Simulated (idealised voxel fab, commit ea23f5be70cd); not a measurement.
The name of this process module is voxel released beams.
It is cross-section cut that appears here, measuring 155 nm in width, its square cells being 5 nm in size.
If you're reading a cross-section in this doc, picture square cells in a grid; it comes to you as bands, top ones listed first down to the bottom, and a band can be one or more rows of cells.
For a band, the entry starts with two heights in nm, that of the top and then that of the bottom, and carries on with the band's materials in order from left to right, each alongside its width in nm; the word "everywhere" beside a single material means it fills the band edge to edge, and "empty" means empty space.
The reference from which all heights are counted is 0, the level beneath which the as-received wafer is entirely one material; the lowest band, having no lower bound, proceeds downward and is written after the example "0 nm and below".
A width such as "30..40" changes by the same amount from each row of cells to the next, from the band's top row to its bottom row.
"identical to before" -> step changed no cross-section cell.
"Sealed void list" means: voids of 8 cells or more that are shut off from the top with no open way through. Written width x height at distance, distance from the left edge, in nm.
On a step's line, text after the settings is the simulator commenting on that step.
You can add "overlay nm" to a step's line. For a step with a mask, it describes how far the mask lay to the right of its planned position, and a negative number describes a lay to the left.
# Process steps (planned)
1: RECEIVE [material Si]
2: CONFORMAL_DEP [material SiN] [thk nm 10]
3: DIRECTIONAL_DEP [material SiO2] [thk nm 20]
4: MASKED_ETCH [tone open] [mask id ANCHOR] [width nm 45] [etch materials SiO2] [depth nm 20] [overlay nm 0]
5: CONFORMAL_DEP [material polySi] [thk nm 15]
6: PATTERN [tone cover] [mask id BEAM] [material resist] [width nm 100] [thk nm 15] [overlay nm 0]
7: DIRECTIONAL_ETCH [etch materials polySi] [depth nm 15]
8: STRIP [etch materials resist]
9: STRIP [etch materials SiO2]
# Cross-section of the wafer at receipt, which is the condition after step 1
- 0 nm and below = Si everywhere
- Sealed void list: none
# Result of the module, cross-sectioned: start per above, plan per above, one error in how it was run
- 60 nm to 45 nm = empty 25 / polySi 100 / empty 30
- 45 nm to 30 nm = polySi everywhere
- 30 nm to 10 nm = SiO2 30 / polySi 45 / SiO2 80
- 10 nm to 0 nm = SiN everywhere
- 0 nm and below = Si everywhere
- Sealed void list: none
Where did the run depart from the plan? plan step 5 ran twice
